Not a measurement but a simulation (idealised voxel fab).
Presented below is a process module, voxel quadruple lines.
In the cross-section labelled cut, the width is 230 nm and each square cell is 5 nm.
How to read a cross-section here: the picture is a grid of square cells, written as bands going from the top down, and any band can span one or more rows of cells. Heads up on the band format: heights come first, top then bottom, in nm. After that it's the materials left to right, each with its width in nm. A single material flagged "all across" fills the whole band edge to edge, and "air" means there's empty space there. Height reference: 0 = level under which incoming wafer is all one material. Lowest band: no bottom, runs on downward, e.g. "from 0 down". The notation "30->40" denotes a width that varies across the rows of cells in the band, beginning at the first number in the top row, finishing at the second number in the bottom row, and changing by an identical amount from each row to the next. Basically "stayed the same" means that step didn't change any cell in the cross-section. Encapsulated voids: empty space of 8 cells or more with no open way to the top, each as width x height at its distance from the left edge, in nm. The remark found on a step's line after its settings is issued by the simulator itself and pertains to that step. Each step line may optionally specify "overlay nm", which for a step with a mask gives the rightward distance between the mask's planned place and where it lay, a negative value indicating the leftward direction.

### The planned process steps are enumerated hereunder
1) RECEIVE [material Si]
2) CONFORMAL_DEP [material SiO2] [thk nm 5]
3) DIRECTIONAL_DEP [material TiN] [thk nm 10]
4) DIRECTIONAL_DEP [material polySi] [thk nm 15]
5) DIRECTIONAL_DEP [material aC] [thk nm 20]
6) PATTERN [tone cover] [mask id MANDREL] [material resist] [width nm 15] [thk nm 25] [overlay nm 0]
7) DIRECTIONAL_ETCH [etch materials aC] [depth nm 20]
8) STRIP [etch materials resist]
9) CONFORMAL_DEP [material SiO2] [thk nm 15]
10) DIRECTIONAL_ETCH [etch materials SiO2] [depth nm 15]
11) STRIP [etch materials aC]
12) DIRECTIONAL_ETCH [etch materials polySi] [depth nm 15]
13) STRIP [etch materials SiO2]
14) CONFORMAL_DEP [material SiCN] [thk nm 5]
15) DIRECTIONAL_ETCH [etch materials SiCN] [depth nm 5]
16) STRIP [etch materials polySi]
17) DIRECTIONAL_ETCH [etch materials TiN] [depth nm 10]
18) STRIP [etch materials SiCN]
19) FILL_DEP [material SiO2] [thk nm 5]
20) CMP [height nm 15]
For this document, wafers share an identical start and vary in the step 6 width nm; the plan quotes the first wafer's value.

### So this is the first of several wafers, cross-sectioned as it came to us, meaning it's at the end of step 1
  from 0 down  Si all across
  Encapsulated voids: none

### Module end state after final step 20: cross-section of the first of several wafers
  from 15 to 5  85 nm SiO2 | 5 nm TiN | 15 nm SiO2 | 5 nm TiN | 5 nm SiO2 | 5 nm TiN | 15 nm SiO2 | 5 nm TiN | 90 nm SiO2
  from 5 to 0  SiO2 all across
  from 0 down  Si all across
  Encapsulated voids: none

### Last wafer, end of module, cross-section
  from 15 to 5  75 nm SiO2 | 5 nm TiN | 15 nm SiO2 | 5 nm TiN | 30 nm SiO2 | 5 nm TiN | 15 nm SiO2 | 5 nm TiN | 75 nm SiO2
  from 5 to 0  SiO2 all across
  from 0 down  Si all across
  Encapsulated voids: none

### Quick key for the table: a row per wafer, taken at the end of the module. For each material it tells you how many cells the wafer gained (+) or lost (-) since it came in, and the closed voids come after
width nm 15, +130 SiO2, +8 TiN, Encapsulated voids: none
width nm 20, +130 SiO2, +8 TiN, Encapsulated voids: none
width nm 25, +130 SiO2, +8 TiN, Encapsulated voids: none
width nm 30, +130 SiO2, +8 TiN, Encapsulated voids: none
width nm 35, +130 SiO2, +8 TiN, Encapsulated voids: none
width nm 40, +130 SiO2, +8 TiN, Encapsulated voids: none
